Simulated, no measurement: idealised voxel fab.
process module | voxel ribs on slabs
cross-section cut | 225 nm wide | cells 5 nm
A cross-section is a grid of square cells, given in bands from the top down. A band is one or more rows of cells.
Each band's line starts with the height of the band's top and of its bottom, in nm. Then come its materials from left to right, each with its width in nm. One material with "throughout" fills the band from edge to edge. "air" is empty space.
Height 0 is the level under which the wafer as received is all one material. The lowest band goes on downwards, as in "0 down".
A width such as "30 to 40" changes by the same amount from each row of cells to the next, from the band's top row to its bottom row.
"no change" after a step means that no cell of the cross-section changed.
closed voids: empty space of 8 cells or more with no open way to the top, each as width x height at its distance from the left edge, in nm
after a step's settings: what the simulator itself notes on the step
overlay nm, on a step with a mask: how far to the right of its planned place the mask lay; to the left if negative
plan
1 op RECEIVE | material Si
2 op DIRECTIONAL_DEP | material SiO2 | thk nm 25
3 op DIRECTIONAL_DEP | material SiN | thk nm 20
4 op MASKED_ETCH | tone cover | mask id RIB | width nm 30 | etch materials SiN | depth nm 10 | overlay nm -15
5 op PATTERN | tone cover | mask id SLAB | material resist | width nm 80 | thk nm 20 | overlay nm 0
6 op DIRECTIONAL_ETCH | etch materials SiN | depth nm 10
7 op STRIP | etch materials resist
8 op FILL_DEP | material SiO2 | thk nm 20
9 op CMP | height nm 60
10 op DIRECTIONAL_DEP | material W | thk nm 10
11 op DIRECTIONAL_DEP | material aC | thk nm 15
12 op PATTERN | tone cover | mask id HEATER | material resist | width nm 40 | thk nm 30 | overlay nm 0
13 op DIRECTIONAL_ETCH | etch materials aC | depth nm 15
14 op STRIP | etch materials resist
15 op DIRECTIONAL_ETCH | etch materials W | depth nm 10
16 op STRIP | etch materials aC
17 op CONFORMAL_DEP | material SiN | thk nm 5
varied across the wafers: overlay nm of step 4. The plan shows the first wafer's value. All wafers start alike
first wafer as received, after step 1
  0 down: Si throughout
  closed voids: none
each wafer at the end: cells of each material gained (+) or lost (-) since it was received, then its closed voids
overlay nm -15 | +93 SiN | +496 SiO2 | +16 W | closed voids: none
overlay nm -10 | +93 SiN | +496 SiO2 | +16 W | closed voids: none
overlay nm -5 | +93 SiN | +496 SiO2 | +16 W | closed voids: none
overlay nm 0 | +93 SiN | +496 SiO2 | +16 W | closed voids: none
overlay nm 5 | +93 SiN | +496 SiO2 | +16 W | closed voids: none
overlay nm 10 | +93 SiN | +496 SiO2 | +16 W | closed voids: none
overlay nm 15 | +93 SiN | +496 SiO2 | +16 W | closed voids: none
